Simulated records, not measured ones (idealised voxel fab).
Process module in this document: voxel self aligned contacts
This is section cut - it's 150 nm across, gridded in 5 nm square cells.
Bands, listed from the top down, are how a cross-section gets written in this document; the cross-section itself is a grid of square cells, and a band is one or more rows of them.
Look at the band entry: it leads with the top's height and the bottom's height in nm. Then it lists the materials left to right, with a width in nm for each. The word "all across" on a single material says that material fills the band edge to edge. The word "air" is empty space.
The reference from which all heights are counted is 0, the level beneath which the as-received wafer is entirely one material; the lowest band, having no lower bound, proceeds downward and is written after the example "top 0, no bottom".
Think of "30 to 40" as a width that walks from the first number to the second as you go down the band, top row to bottom row, taking equal-sized steps from row to row.
Given "nothing was modified" for a step, no cell of the cross-section differs between before and after that step.
The label "Fully sealed voids" introduces a list of the empty spaces, 8 cells or larger, that have no open way up to the top; each entry in it reads width x height at distance, where the distance is taken from the left edge and all three are stated in nm.
Whatever follows a step's settings on its line is a remark the simulator itself makes about that step.
"overlay nm" answers the question of how far to the right of plan the mask lay on a step that has a mask, and when it is negative the answer is to the left.
Structure of the following material. The material consists of pairs of cross-sections. Each pair comprises the cross-section before one process step and the cross-section after that step, the latter shown only down to the lowest band that changed. The step between the cross-sections is specified beneath each pair, including its settings. Pairs are not necessarily consecutive: they may derive from different runs of this module performed on the same starting wafer. Continuity with the pair above is to be assumed only where the entry headed "Incoming structure" of the pair in question states it.

# Incoming structure
> top 60, bottom 50: SiO2=50, then TiN=5 to 15, then Ru=35 to 15, then TiN=5 to 15, then SiO2=55
> top 50, bottom 30: SiO2=15, then SiN=45, then TiN=5, then Ru=15, then TiN=5, then SiN=45, then SiO2=20
> top 30, bottom 0: SiO2=15, then SiN=5, then polySi=35, then SiN=5, then TiN=5, then Ru=15, then TiN=5, then SiN=5, then polySi=35, then SiN=5, then SiO2=20
> top 0, bottom -5: SiO2=60, then TiN=25, then SiO2=65
> top -5, no bottom: Si all across
> Fully sealed voids: none

# Post-Step Geometry
> top 65, bottom 60: SiO2 all across
> No changes below 60.
> Fully sealed voids: none
Upper to lower cross-section via CONFORMAL_DEP (material SiO2; thk nm 5)

# Incoming structure
> top 50, bottom 30: SiN all across
> top 30, bottom 0: polySi all across
> top 0, bottom -5: SiO2 all across
> top -5, no bottom: Si all across
> Fully sealed voids: none

# Post-Step Geometry
> top 50, bottom 30: SiN=20, then air=35, then SiN=35, then air=35, then SiN=25
> No changes below 30.
> Fully sealed voids: none
Upper to lower cross-section via MASKED_ETCH (tone open; mask id GATE; width nm 35; pitch nm 70; etch materials SiN; depth nm 20; overlay nm 0)

Incoming structure: Reference is made to the cross-section shown after the step in the pair directly above, which represents the state prior to this step.

# Post-Step Geometry
> top 55, bottom 35: SiN=25, then air=25, then SiN=45, then air=25, then SiN=30
> top 35, bottom 30: SiN all across
> No changes below 30.
> Fully sealed voids: none
Upper to lower cross-section via CONFORMAL_DEP (material SiN; thk nm 5)

Incoming structure: Reference is made to the cross-section shown after the step in the pair directly above, which represents the state prior to this step.

# Post-Step Geometry
> top 50, bottom 30: SiN=25, then air=25, then SiN=45, then air=25, then SiN=30
> No changes below 30.
> Fully sealed voids: none
Upper to lower cross-section via DIRECTIONAL_ETCH (etch materials SiN; depth nm 5)

Incoming structure: Reference is made to the cross-section shown after the step in the pair directly above, which represents the state prior to this step.

# Post-Step Geometry
> top 65, bottom 50: SiO2 all across
> top 50, bottom 30: SiN=25, then SiO2=25, then SiN=45, then SiO2=25, then SiN=30
> No changes below 30.
> Fully sealed voids: none
Upper to lower cross-section via FILL_DEP (material SiO2; thk nm 15)

Incoming structure: Reference is made to the cross-section shown after the step in the pair directly above, which represents the state prior to this step.

# Post-Step Geometry
> top 60, bottom 50: SiO2 all across
> No changes below 50.
> Fully sealed voids: none
Upper to lower cross-section via CMP (height nm 60)

Incoming structure: Reference is made to the cross-section shown after the step in the pair directly above, which represents the state prior to this step.

# Post-Step Geometry
> top 80, bottom 60: resist=50, then air=45, then resist=55
> No changes below 60.
> Fully sealed voids: none
Upper to lower cross-section via PATTERN (tone open; mask id CONTACT; material resist; width nm 45; thk nm 20; overlay nm 0)

Incoming structure: Reference is made to the cross-section shown after the step in the pair directly above, which represents the state prior to this step.

# Post-Step Geometry
> top 80, bottom 60: resist=50, then air=45, then resist=55
> top 60, bottom 50: SiO2=50, then air=45, then SiO2=55
> No changes below 50.
> Fully sealed voids: none
Upper to lower cross-section via DIRECTIONAL_ETCH (etch materials SiO2; depth nm 65)

Incoming structure: Reference is made to the cross-section shown after the step in the pair directly above, which represents the state prior to this step.

# Post-Step Geometry
> top 60, bottom 50: SiO2=50, then air=45, then SiO2=55
> No changes below 50.
> Fully sealed voids: none
Upper to lower cross-section via STRIP (etch materials resist)

Incoming structure: Reference is made to the cross-section shown after the step in the pair directly above, which represents the state prior to this step.

# Post-Step Geometry
> top 65, bottom 60: TiN=55, then air=35, then TiN=60
> top 60, bottom 55: SiO2=50, then TiN=5, then air=35, then TiN=5, then SiO2=55
> top 55, bottom 50: SiO2=50, then TiN=45, then SiO2=55
> No changes below 50.
> Fully sealed voids: none
Upper to lower cross-section via CONFORMAL_DEP (material TiN; thk nm 5)

Incoming structure: Reference is made to the cross-section shown after the step in the pair directly above, which represents the state prior to this step.

# Post-Step Geometry
> top 75, bottom 65: Ru all across
> top 65, bottom 60: TiN=55, then Ru=35, then TiN=60
> top 60, bottom 55: SiO2=50, then TiN=5, then Ru=35, then TiN=5, then SiO2=55
> No changes below 55.
> Fully sealed voids: none
Upper to lower cross-section via FILL_DEP (material Ru; thk nm 10)

Incoming structure: Reference is made to the cross-section shown after the step in the pair directly above, which represents the state prior to this step.

# Post-Step Geometry
> top 60, bottom 55: SiO2=50, then TiN=5, then Ru=35, then TiN=5, then SiO2=55
> No changes below 55.
> Fully sealed voids: none
Upper to lower cross-section via CMP (height nm 60)

Incoming structure: Reference is made to the cross-section shown after the step in the pair directly above, which represents the state prior to this step.

# Post-Step Geometry
> top 65, bottom 60: SiN all across
> No changes below 60.
> Fully sealed voids: none
Upper to lower cross-section via CONFORMAL_DEP (material SiN; thk nm 5)
